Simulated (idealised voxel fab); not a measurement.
Process module name: voxel wiring stack
FYI the section here is cut, 145 nm wide, cells are 5 nm squares.
Just so we're on the same page, the cross-sections are grids of square cells, and they're listed out in bands top to bottom, each band one or more rows deep. Band entry format. Leading values: height of top, height of bottom, nm. Remainder: materials in left-to-right order, each with its width in nm. Special words: "everywhere" on a single material, which then fills the band edge to edge; "blank", empty space. Heights are reckoned from 0. Under this level, the received wafer is all of one material. The bottommost band is open-ended downward, for example "from 0 down". Top row gets the first number, bottom row gets the second, and each row in between changes by the same step: that is how a band width like "30..40" works. "remained the same" means the step left every cell of the cross-section as it was. "Closed void roster": empty spaces of 8 cells or more with no open way to the top, each given as width x height at distance, distance from the left edge, all in nm. What comes after the settings on a step's line is commentary from the simulator itself on that step. "overlay nm" denotes, for a step that has a mask, the displacement of the mask to the right of its planned place, with negative values corresponding to the left.
# Planned process steps
| 1 | RECEIVE,material Si |
| 2 | CONFORMAL_DEP,material SiO2,thk nm 15 |
| 3 | CONFORMAL_DEP,material SiN,thk nm 5 |
| 4 | DIRECTIONAL_DEP,material lowk,thk nm 15 |
| 5 | PATTERN,tone open,mask id METAL_1,material resist,width nm 25,pitch nm 45,thk nm 20,overlay nm 0 |
| 6 | DIRECTIONAL_ETCH,etch materials lowk,depth nm 15 |
| 7 | DIRECTIONAL_ETCH,etch materials SiN,depth nm 5 |
| 8 | STRIP,etch materials resist |
| 9 | CONFORMAL_DEP,material TiN,thk nm 5 |
| 10 | FILL_DEP,material W,thk nm 5 |
| 11 | CMP,height nm 35 |
| 12 | CONFORMAL_DEP,material SiCN,thk nm 5 |
| 13 | DIRECTIONAL_DEP,material lowk,thk nm 15 |
| 14 | PATTERN,tone open,mask id PLUG_1,material resist,width nm 15,thk nm 20,overlay nm 0 |
| 15 | DIRECTIONAL_ETCH,etch materials lowk,depth nm 15 |
| 16 | DIRECTIONAL_ETCH,etch materials SiCN,depth nm 5 |
| 17 | STRIP,etch materials resist |
| 18 | EPI,material Ru,thk nm 10 |
| 19 | EPI,material Ru,thk nm 10 |
| 20 | DIRECTIONAL_DEP,material TiN,thk nm 5 |
| 21 | DIRECTIONAL_DEP,material W,thk nm 25 |
| 22 | DIRECTIONAL_DEP,material aC,thk nm 15 |
| 23 | PATTERN,tone cover,mask id METAL_2,material resist,width nm 25,pitch nm 45,thk nm 35,overlay nm 0 |
| 24 | DIRECTIONAL_ETCH,etch materials aC,depth nm 15 |
| 25 | STRIP,etch materials resist |
| 26 | DIRECTIONAL_ETCH,etch materials W,depth nm 25 |
| 27 | DIRECTIONAL_ETCH,etch materials TiN,depth nm 5 |
| 28 | STRIP,etch materials aC |
| 29 | FILL_DEP,material lowk,thk nm 5 |
| 30 | CMP,height nm 85 |
| 31 | CONFORMAL_DEP,material SiN,thk nm 5 |
# Cross-section of the incoming wafer, state after step 1
* from 0 down  Si everywhere
* Closed void roster: none
# Cross-sectional image of the first of two wafers at the end of the module, the run having proceeded as planned
* from 90 to 85  SiN everywhere
* from 85 to 60  lowk=35  W=25  lowk=20  W=25  lowk=40
* from 60 to 55  lowk=35  TiN=25  lowk=20  TiN=25  lowk=40
* from 55 to 40  lowk=35  Ru=15  lowk=95
* from 40 to 35  SiCN=35  Ru=15  SiCN=95
* from 35 to 20  lowk=35  TiN=5  W=15  TiN=5  lowk=20  TiN=5  W=15  TiN=5  lowk=40
* from 20 to 15  SiN=35  TiN=25  SiN=20  TiN=25  SiN=40
* from 15 to 0  SiO2 everywhere
* from 0 down  Si everywhere
* Closed void roster: none
# What the second wafer looks like in cross-section once the module is done. Its start and its plan matched the first wafer's exactly; what differed was one mistake in how it was run
* from 90 to 85  SiN everywhere
* from 85 to 75  lowk=50  W=10  lowk=20  W=25  lowk=40
* from 75 to 60  lowk=35  W=25  lowk=20  W=25  lowk=40
* from 60 to 55  lowk=35  W=15  TiN=10  lowk=20  TiN=25  lowk=40
* from 55 to 50  lowk=35  W=15  lowk=95
* from 50 to 45  lowk=35  TiN=15  lowk=95
* from 45 to 40  lowk=35  Ru=15  lowk=95
* from 40 to 35  SiCN=35  Ru=15  SiCN=95
* from 35 to 20  lowk=35  TiN=5  W=15  TiN=5  lowk=20  TiN=5  W=15  TiN=5  lowk=40
* from 20 to 15  SiN=35  TiN=25  SiN=20  TiN=25  SiN=40
* from 15 to 0  SiO2 everywhere
* from 0 down  Si everywhere
* Closed void roster: none
What was done differently from what was planned? of the identical steps 18 and 19, one was left out, though there is no way to say which
Looking at both finished wafers in cells, the second ends up ahead of or behind the first on some materials: Ru -6 | lowk +6
